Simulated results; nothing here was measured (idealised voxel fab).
The name of this process module is voxel transistor to metal.
185 nm wide, 5 nm square cells: that's cross-section cut.
This document writes a cross-section as a grid whose cells are square, and gives it as bands, listed from the top down; one or more rows of cells form a band.
Quick guide to a band line: top height, bottom height (nm) up front; then every material left to right with its width in nm. Only one material and it's marked "full width"? Then it fills the band edge to edge. And "empty" just means empty space.
Beneath 0, the wafer as received is one material, and that level is where height counting begins. The lowest band goes on downward without a bottom; it is written like "0 nm and below".
Per-row width for "30->40": begins at first number (top row of band), ends at second number (bottom row), increment between rows held constant.
Where a step carries "nothing altered", the cross-section came out of it unchanged, cell for cell.
"Unvented voids" specifies each empty space that is not open to the top and that occupies no fewer than 8 cells, using the form width x height at distance, the distance measured from the left edge and all three quantities in nm.
after a step's settings: what the simulator itself notes on the step
A step's line can hold "overlay nm"; with a mask on that step, the setting says how far right of the planned place the mask lay, while a negative setting says it lay to the left.
This section lists the process steps that were planned:
1 RECEIVE,material Si
2 OXIDIZE,depth nm 5
3 CONFORMAL_DEP,material SiN,thk nm 10
4 MASKED_ETCH,tone cover,mask id ACTIVE,width nm 115,etch materials SiN,depth nm 10,overlay nm 0
5 MASKED_ETCH,tone cover,mask id ACTIVE,width nm 115,etch materials SiO2,depth nm 5,overlay nm 0
6 MASKED_ETCH,tone cover,mask id ACTIVE,width nm 115,etch materials Si,depth nm 35,overlay nm 0
7 OXIDIZE,depth nm 5
8 FILL_DEP,material SiO2,thk nm 10
9 CMP,height nm 10
10 SELECTIVE_ETCH,etch materials SiO2,depth nm 10
11 STRIP,etch materials SiN
12 SELECTIVE_ETCH,etch materials SiO2,depth nm 5
13 OXIDIZE,depth nm 5
14 DIRECTIONAL_DEP,material polySi,thk nm 25
15 DIRECTIONAL_DEP,material SiCN,thk nm 15
16 PATTERN,tone cover,mask id GATE,material resist,width nm 35,thk nm 20,overlay nm 0
17 DIRECTIONAL_ETCH,etch materials SiCN,depth nm 25
18 DIRECTIONAL_ETCH,etch materials polySi,depth nm 35
19 STRIP,etch materials resist
20 CONFORMAL_DEP,material SiN,thk nm 10
21 DIRECTIONAL_ETCH,etch materials SiN,depth nm 10
22 DIRECTIONAL_ETCH,etch materials SiO2,depth nm 5
23 DIRECTIONAL_ETCH,etch materials Si,depth nm 15
24 EPI,material pSi,thk nm 15
25 FILL_DEP,material SiO2,thk nm 10
26 CMP,height nm 20
27 STRIP,etch materials polySi
28 SELECTIVE_ETCH,etch materials SiO2,depth nm 5
29 CONFORMAL_DEP,material HfO2,thk nm 5
30 CONFORMAL_DEP,material TiN,thk nm 5
31 FILL_DEP,material W,thk nm 10
32 CMP,height nm 15
33 DIRECTIONAL_DEP,material SiO2,thk nm 10
34 PATTERN,tone open,mask id CONTACT,material resist,width nm 15,pitch nm 80,thk nm 20,overlay nm 0
35 DIRECTIONAL_ETCH,etch materials SiO2,depth nm 35
36 STRIP,etch materials resist
37 CONFORMAL_DEP,material TiN,thk nm 5
38 FILL_DEP,material W,thk nm 5
39 CMP,height nm 25
40 CONFORMAL_DEP,material SiN,thk nm 5
41 DIRECTIONAL_DEP,material SiO2,thk nm 15
42 MASKED_ETCH,tone open,mask id METAL_1,width nm 15,pitch nm 80,etch materials SiO2,depth nm 15,overlay nm 0
43 MASKED_ETCH,tone open,mask id METAL_1,width nm 15,pitch nm 80,etch materials SiN,depth nm 5,overlay nm 0
44 CONFORMAL_DEP,material TiN,thk nm 5
45 FILL_DEP,material Cu,thk nm 10
46 CMP,height nm 45
47 CONFORMAL_DEP,material SiCN,thk nm 5
48 DIRECTIONAL_DEP,material SiO2,thk nm 30
49 MASKED_ETCH,tone open,mask id METAL_2,width nm 15,pitch nm 80,etch materials SiO2,depth nm 20,overlay nm 0
50 PATTERN,tone open,mask id METAL_2_HOLES,material resist,width nm 15,pitch nm 80,thk nm 20,overlay nm 0
51 DIRECTIONAL_ETCH,etch materials SiO2,depth nm 10
52 DIRECTIONAL_ETCH,etch materials SiCN,depth nm 5
53 STRIP,etch materials resist
54 CONFORMAL_DEP,material TiN,thk nm 5
55 FILL_DEP,material Cu,thk nm 10
56 CMP,height nm 80
57 CONFORMAL_DEP,material SiN,thk nm 5
Cross-section of the wafer upon arrival, representing the state reached after step 1:
* 0 nm and below | Si full width
* Unvented voids: none
Final cross-section, module run with one mistake (start and plan as above):
* 85 nm to 80 nm | SiN full width
* 80 nm to 50 nm | SiO2 45 nm; TiN 5 nm; Cu 5 nm; TiN 5 nm; SiO2 65 nm; TiN 5 nm; Cu 5 nm; TiN 5 nm; SiO2 45 nm
* 50 nm to 45 nm | SiCN 45 nm; TiN 15 nm; SiCN 65 nm; TiN 15 nm; SiCN 45 nm
* 45 nm to 30 nm | SiO2 45 nm; TiN 5 nm; Cu 5 nm; TiN 5 nm; SiO2 65 nm; TiN 5 nm; Cu 5 nm; TiN 5 nm; SiO2 45 nm
* 30 nm to 25 nm | SiN 45 nm; TiN 15 nm; SiN 65 nm; TiN 15 nm; SiN 45 nm
* 25 nm to 20 nm | SiO2 45 nm; TiN 5 nm; W 5 nm; TiN 5 nm; SiO2 65 nm; TiN 5 nm; W 5 nm; TiN 5 nm; SiO2 45 nm
* 20 nm to 15 nm | SiO2 45 nm; TiN 15 nm; SiO2 65 nm; TiN 15 nm; SiO2 45 nm
* 15 nm to 5 nm | SiO2 35 nm; pSi 30 nm; SiN 10 nm; HfO2 5 nm; TiN 5 nm; W 15 nm; TiN 5 nm; HfO2 5 nm; SiN 10 nm; pSi 30 nm; SiO2 35 nm
* 5 nm to 0 nm | SiO2 25 nm; pSi 40 nm; SiN 10 nm; HfO2 5 nm; TiN 5 nm; W 15 nm; TiN 5 nm; HfO2 5 nm; SiN 10 nm; pSi 40 nm; SiO2 25 nm
* 0 nm to -5 nm | SiO2 25 nm; pSi 40 nm; SiN 10 nm; HfO2 5 nm; TiN 25 nm; HfO2 5 nm; SiN 10 nm; pSi 40 nm; SiO2 25 nm
* -5 nm to -10 nm | SiO2 25 nm; pSi 40 nm; SiO2 5 nm; HfO2 45 nm; SiO2 5 nm; pSi 40 nm; SiO2 25 nm
* -10 nm to -25 nm | SiO2 40 nm; pSi 25 nm; Si 55 nm; pSi 25 nm; SiO2 40 nm
* -25 nm to -45 nm | SiO2 40 nm; Si 105 nm; SiO2 40 nm
* -45 nm and below | Si full width
* Unvented voids: none
what went wrong: twice, step 24 of the plan was run
